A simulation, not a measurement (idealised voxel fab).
The following is a process module called voxel ribs on slabs.
Pictured: cross-section cut, 155 nm wide, on a grid of 5 nm square cells.
A cross-section is written here as square cells arranged in a grid, and it is given in bands from the top down, each band taking up one or more rows of cells.
A band entry consists of two parts. The first gives the height of the band's top and the height of its bottom, in nm. The rest lists the band's materials from left to right, each with its width in nm. A single material labelled with the word "full width" fills the band from edge to edge, and the word "air" marks empty space.
Ref level 0: as-received wafer is one material below here. Bottom band extends down with no lower bound ("0 -> down").
The width entry "30..40" should be interpreted row by row: the top row of cells in the band takes the first number, the bottom row takes the second number, and the change between adjacent rows is uniform throughout.
You'll sometimes find "no alteration" written for a step, and that's the way of saying that nowhere in the cross-section did a cell change during that step.
For the entry "Unvented internal voids", the listed items are empty spaces with no open way to the top whose size is 8 cells or more; each item follows the pattern width x height at distance, where distance is from the left edge and all three are in nm.
Read whatever lies past the settings on a step's line as the simulator's own remark about the step.
"overlay nm" denotes, for a step that has a mask, the displacement of the mask to the right of its planned place, with negative values corresponding to the left.

### So here's the lineup of process steps we planned
step 1: RECEIVE,material Si
step 2: DIRECTIONAL_DEP,material SiO2,thk nm 20
step 3: DIRECTIONAL_DEP,material SiN,thk nm 20
step 4: PATTERN,tone cover,mask id RIB,material resist,width nm 15,thk nm 15,overlay nm 0
step 5: DIRECTIONAL_ETCH,etch materials SiN,depth nm 10
step 6: STRIP,etch materials resist
step 7: MASKED_ETCH,tone cover,mask id SLAB,width nm 75,etch materials SiN,depth nm 10,overlay nm 0
step 8: FILL_DEP,material SiO2,thk nm 25
step 9: CMP,height nm 60
step 10: DIRECTIONAL_DEP,material TiN,thk nm 5
step 11: PATTERN,tone cover,mask id HEATER,material resist,width nm 25,thk nm 20,overlay nm 0
step 12: DIRECTIONAL_ETCH,etch materials TiN,depth nm 5
step 13: STRIP,etch materials resist
step 14: CONFORMAL_DEP,material SiN,thk nm 10

### Of two wafers, the first: run according to plan

### Step 1 complete: cross-section of the wafer as received
	0 -> down  Si full width
	Unvented internal voids: none

### You're looking at a cross-section of the wafer after step 2
	20 -> 0  SiO2 full width
	Everything under 0 stays put, no change at all.

### You're looking at a cross-section of the wafer after step 3
	40 -> 20  SiN full width
	Everything under 20 stays put, no change at all.

### You're looking at a cross-section of the wafer after step 4
	55 -> 40  air (70), then resist (15), then air (70)
	Everything under 40 stays put, no change at all.

### You're looking at a cross-section of the wafer after step 5
	55 -> 40  air (70), then resist (15), then air (70)
	40 -> 30  air (70), then SiN (15), then air (70)
	Everything under 30 stays put, no change at all.

### You're looking at a cross-section of the wafer after step 6
	40 -> 30  air (70), then SiN (15), then air (70)
	Everything under 30 stays put, no change at all.

### You're looking at a cross-section of the wafer after step 7
	40 -> 30  air (70), then SiN (15), then air (70)
	30 -> 20  air (40), then SiN (75), then air (40)
	Everything under 20 stays put, no change at all.

### You're looking at a cross-section of the wafer after step 8
	65 -> 40  SiO2 full width
	40 -> 30  SiO2 (70), then SiN (15), then SiO2 (70)
	30 -> 20  SiO2 (40), then SiN (75), then SiO2 (40)
	Everything under 20 stays put, no change at all.

### You're looking at a cross-section of the wafer after step 9
	60 -> 40  SiO2 full width
	Everything under 40 stays put, no change at all.

### You're looking at a cross-section of the wafer after step 10
	65 -> 60  TiN full width
	Everything under 60 stays put, no change at all.

### You're looking at a cross-section of the wafer after step 11
	85 -> 65  air (65), then resist (25), then air (65)
	Everything under 65 stays put, no change at all.

### You're looking at a cross-section of the wafer after step 12
	85 -> 65  air (65), then resist (25), then air (65)
	65 -> 60  air (65), then TiN (25), then air (65)
	Everything under 60 stays put, no change at all.

### You're looking at a cross-section of the wafer after step 13
	65 -> 60  air (65), then TiN (25), then air (65)
	Everything under 60 stays put, no change at all.

### You're looking at a cross-section of the wafer after step 14
	75 -> 70  air (55), then SiN (45), then air (55)
	70 -> 65  SiN full width
	65 -> 60  SiN (65), then TiN (25), then SiN (65)
	Everything under 60 stays put, no change at all.

### Wafer two of two - same starting point, same process plan, one mistake in execution; matches wafer one up to and including step 13

Second wafer, section view, time point: scheduled end of step 14: no alteration
Where did the run depart from the plan? the run left out plan step 14 entirely, so it was never executed
At the finish, the second wafer shows more or fewer cells for some materials than the first does: SiN: 66 fewer
